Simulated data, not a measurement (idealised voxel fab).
process module | voxel released beams
cross-section cut | 220 nm wide | cells 5 nm
A cross-section is a grid of square cells, given in bands from the top down. A band is one or more rows of cells.
Each band's line starts with the height of the band's top and of its bottom, in nm. Then come its materials from left to right, each with its width in nm. One material with "throughout" fills the band from edge to edge. "air" is empty space.
Height 0 is the level under which the wafer as received is all one material. The lowest band goes on downwards, as in "0 down".
A width such as "30 to 40" changes by the same amount from each row of cells to the next, from the band's top row to its bottom row.
"no change" after a step means that no cell of the cross-section changed.
closed voids: empty space of 8 cells or more with no open way to the top, each as width x height at its distance from the left edge, in nm
after a step's settings: what the simulator itself notes on the step
overlay nm, on a step with a mask: how far to the right of its planned place the mask lay; to the left if negative
plan
1 op RECEIVE | material Si
2 op CONFORMAL_DEP | material SiN | thk nm 5
3 op DIRECTIONAL_DEP | material SiO2 | thk nm 10
4 op MASKED_ETCH | tone open | mask id ANCHOR | width nm 35 | etch materials SiO2 | depth nm 10 | overlay nm 0
5 op CONFORMAL_DEP | material W | thk nm 10
6 op MASKED_ETCH | tone cover | mask id BEAM | width nm 120 | etch materials W | depth nm 10 | overlay nm -15
7 op STRIP | etch materials SiO2
varied across the wafers: overlay nm of step 6. The plan shows the first wafer's value. All wafers start alike
first wafer as received, after step 1
  0 down: Si throughout
  closed voids: none
first wafer at the end, after step 7
  25 to 15: air 30 | W 30 | air 15 | W 75 | air 70
  15 to 5: air 50 | W 35 | air 135
  5 to 0: SiN throughout
  0 down: Si throughout
  closed voids: none
last wafer at the end
  25 to 15: air 75 | W 105 | air 40
  15 to 5: air 50 | W 35 | air 135
  5 to 0: SiN throughout
  0 down: Si throughout
  closed voids: none
each wafer at the end: cells of each material gained (+) or lost (-) since it was received, then its closed voids
overlay nm -15 | +44 SiN | +56 W | closed voids: none
overlay nm -10 | +44 SiN | +56 W | closed voids: none
overlay nm -5 | +44 SiN | +56 W | closed voids: none
overlay nm 0 | +44 SiN | +56 W | closed voids: none
overlay nm 5 | +44 SiN | +56 W | closed voids: none
overlay nm 10 | +44 SiN | +56 W | closed voids: none
overlay nm 15 | +44 SiN | +56 W | closed voids: none
